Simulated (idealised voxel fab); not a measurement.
voxel ribs on slabs: a process module
FYI the section here is cut, 240 nm wide, cells are 5 nm squares.
Square cells in a grid make up a cross-section in this document, and the grid is given as bands, listed from the top down, each one or more rows of cells. Each band's line starts with the height of the band's top and of its bottom, in nm. Then come its materials from left to right, each with its width in nm. One material with "everywhere" fills the band from edge to edge. "air" is empty space. The level at which height equals 0 is the one under which the wafer, as it arrives, is entirely one material. No lower edge exists for the bottom band, which continues downward and is notated as in "z 0 and below". It should be noted that a width expressed as "30 to 40" varies in equal increments from row to row of cells within the band, taking the value of the first number at the top row and that of the second number at the bottom row. It should be understood that the words "no modifications", when stated for a given step, signify that the cross-section underwent no change in any of its cells during that step. The entry "Unvented internal voids" lists the empty spaces that cover at least 8 cells and have no open path to the top. Each is written as width x height at distance, where the distance is measured from the left edge and all three values are in nm. On a step's line, text after the settings is the simulator commenting on that step. On any step carrying a mask, the "overlay nm" setting, if present on the step's line, tells how far right of its planned place the mask lay; negative values point to the left.
-- The process steps that were planned are listed below
1: op RECEIVE | material Si
2: op DIRECTIONAL_DEP | material SiO2 | thk nm 20
3: op DIRECTIONAL_DEP | material SiN | thk nm 20
4: op DIRECTIONAL_DEP | material aC | thk nm 10
5: op PATTERN | tone cover | mask id RIB | material resist | width nm 30 | thk nm 30 | overlay nm 0
6: op DIRECTIONAL_ETCH | etch materials aC | depth nm 10
7: op STRIP | etch materials resist
8: op DIRECTIONAL_ETCH | etch materials SiN | depth nm 15
9: op STRIP | etch materials aC
10: op MASKED_ETCH | tone cover | mask id SLAB | width nm 60 | etch materials SiN | depth nm 5 | overlay nm 0
11: op FILL_DEP | material SiO2 | thk nm 15
12: op CMP | height nm 50
13: op DIRECTIONAL_DEP | material W | thk nm 5
14: op MASKED_ETCH | tone cover | mask id HEATER | width nm 40 | etch materials W | depth nm 5 | overlay nm 0
15: op CONFORMAL_DEP | material SiN | thk nm 10
-- As received (post step 1): cross-section
> z 0 and below: Si everywhere
> Unvented internal voids: none
-- Result of the module, cross-sectioned: start per above, plan per above, one error in how it was run
> z 65 to 60: 90 nm air, 60 nm SiN, 90 nm air
> z 60 to 55: SiN everywhere
> z 55 to 50: 100 nm SiN, 40 nm W, 100 nm SiN
> z 50 to 40: SiO2 everywhere
> z 40 to 25: 105 nm SiO2, 30 nm SiN, 105 nm SiO2
> z 25 to 20: 90 nm SiO2, 60 nm SiN, 90 nm SiO2
> z 20 to 0: W everywhere
> z 0 and below: Si everywhere
> Unvented internal voids: none
What broke from the plan during processing? step 2 did not use the planned setting and instead ran as op DIRECTIONAL_DEP | material W | thk nm 20
